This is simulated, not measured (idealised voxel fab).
The following is a process module called voxel wiring stack.
Xsec cut, 225 nm wide, square cell size 5 nm.
Cross-sections here: square-cell grids, written as top-down lists of bands, a band being one or more rows of cells.
It is stipulated that each band's entry specify, in nanometres, the height of the top of the band and then that of its bottom, followed by the materials of the band in left-to-right sequence, each together with its width in nanometres. A single material marked by the word "throughout" is understood to fill the band from edge to edge; the word "empty" is understood to denote empty space.
Height reference: 0 = level under which incoming wafer is all one material. Lowest band: no bottom, runs on downward, e.g. "from 0 down".
The two numbers in a width such as "30 to 40" mark its ends across the band: the first belongs to the top row of cells, the second to the bottom row, and from each row to the next the width moves by the same amount.
Any step labelled "remains unaltered" changed none of the cells in the cross-section.
"Closed void register": sealed empty spaces, 8 cells or more, no open way to top, listed width x height at distance, with distance from the left edge and width, height and distance in nm.
Note: text after step settings on the step line = simulator remark on that step.
The optional step-line setting "overlay nm" applies to steps with a mask and quantifies how far to the right of its planned location the mask lay, a negative value indicating leftward placement.
**The planned process steps are enumerated hereunder**
1. RECEIVE | material Si
2. CONFORMAL_DEP | material SiO2 | thk nm 15
3. DIRECTIONAL_DEP | material TiN | thk nm 5
4. DIRECTIONAL_DEP | material Ru | thk nm 20
5. MASKED_ETCH | tone cover | mask id METAL_1 | width nm 20 | pitch nm 40 | etch materials Ru | depth nm 20 | overlay nm 0
6. MASKED_ETCH | tone cover | mask id METAL_1 | width nm 20 | pitch nm 40 | etch materials TiN | depth nm 5 | overlay nm 0
7. FILL_DEP | material lowk | thk nm 5
8. CMP | height nm 40
9. CONFORMAL_DEP | material SiCN | thk nm 5
10. DIRECTIONAL_DEP | material SiO2 | thk nm 20
11. DIRECTIONAL_DEP | material aC | thk nm 10
12. PATTERN | tone open | mask id PLUG_1 | material resist | width nm 15 | thk nm 25 | overlay nm 0
13. DIRECTIONAL_ETCH | etch materials aC | depth nm 10
14. STRIP | etch materials resist
15. DIRECTIONAL_ETCH | etch materials SiO2 | depth nm 20
16. DIRECTIONAL_ETCH | etch materials SiCN | depth nm 5
17. STRIP | etch materials aC
18. CONFORMAL_DEP | material TiN | thk nm 5
19. FILL_DEP | material Ru | thk nm 10
20. CMP | height nm 65
21. CONFORMAL_DEP | material SiN | thk nm 5
22. DIRECTIONAL_DEP | material SiO2 | thk nm 20
23. DIRECTIONAL_DEP | material aC | thk nm 15
24. PATTERN | tone open | mask id METAL_2 | material resist | width nm 20 | pitch nm 40 | thk nm 30 | overlay nm 0
25. DIRECTIONAL_ETCH | etch materials aC | depth nm 15
26. STRIP | etch materials resist
27. DIRECTIONAL_ETCH | etch materials SiO2 | depth nm 20
28. DIRECTIONAL_ETCH | etch materials SiN | depth nm 5
29. STRIP | etch materials aC
30. CONFORMAL_DEP | material TiN | thk nm 5
31. FILL_DEP | material Cu | thk nm 5
32. CMP | height nm 90
33. EPI | material Ru | thk nm 5
34. FILL_DEP | material SiCN | thk nm 5
35. DIRECTIONAL_DEP | material SiO2 | thk nm 30
36. MASKED_ETCH | tone open | mask id METAL_3_HOLES | width nm 15 | etch materials SiO2 | depth nm 30 | overlay nm 0
37. MASKED_ETCH | tone open | mask id METAL_3 | width nm 20 | pitch nm 40 | etch materials SiO2 | depth nm 15 | overlay nm 0
38. MASKED_ETCH | tone open | mask id METAL_3 | width nm 20 | pitch nm 40 | etch materials SiCN | depth nm 5 | overlay nm 0
39. CONFORMAL_DEP | material TiN | thk nm 5
40. FILL_DEP | material Cu | thk nm 10
41. CMP | height nm 130
42. CONFORMAL_DEP | material SiN | thk nm 5
**Cross-section of the wafer at receipt, which is the condition after step 1**
> from 0 down  Si throughout
> Closed void register: none
**Below is the wafer in cross-section after the module was completed. It began from the starting point shown above and followed the plan shown above, except that one mistake was made while running it**
> from 135 to 130  SiN throughout
> from 130 to 120  80 SiO2, then 5 TiN, then 10 Cu, then 5 TiN, then 20 SiO2, then 5 TiN, then 10 Cu, then 5 TiN, then 85 SiO2
> from 120 to 115  80 SiO2, then 5 TiN, then 5 Cu, then 10 TiN, then 20 SiO2, then 20 TiN, then 85 SiO2
> from 115 to 100  80 SiO2, then 5 TiN, then 5 Cu, then 5 TiN, then 130 SiO2
> from 100 to 95  80 SiCN, then 15 TiN, then 130 SiCN
> from 95 to 90  75 SiCN, then 30 Ru, then 10 SiCN, then 30 Ru, then 80 SiCN
> from 90 to 70  80 SiO2, then 5 TiN, then 10 Cu, then 5 TiN, then 20 SiO2, then 5 TiN, then 10 Cu, then 5 TiN, then 85 SiO2
> from 70 to 65  80 SiN, then 20 TiN, then 20 SiN, then 20 TiN, then 85 SiN
> from 65 to 45  75 Ru, then 5 TiN, then 15 SiO2, then 5 TiN, then 125 Ru
> from 45 to 40  80 TiN, then 15 SiCN, then 130 TiN
> from 40 to 20  80 lowk, then 20 Ru, then 20 lowk, then 20 Ru, then 85 lowk
> from 20 to 15  80 lowk, then 20 TiN, then 20 lowk, then 20 TiN, then 85 lowk
> from 15 to 0  SiO2 throughout
> from 0 down  Si throughout
> Closed void register: none
Which mistake was made when the wafer was run? step 12 ran differently from the plan; actual operation with settings: PATTERN | tone cover | mask id PLUG_1 | material resist | width nm 15 | thk nm 25 | overlay nm 0
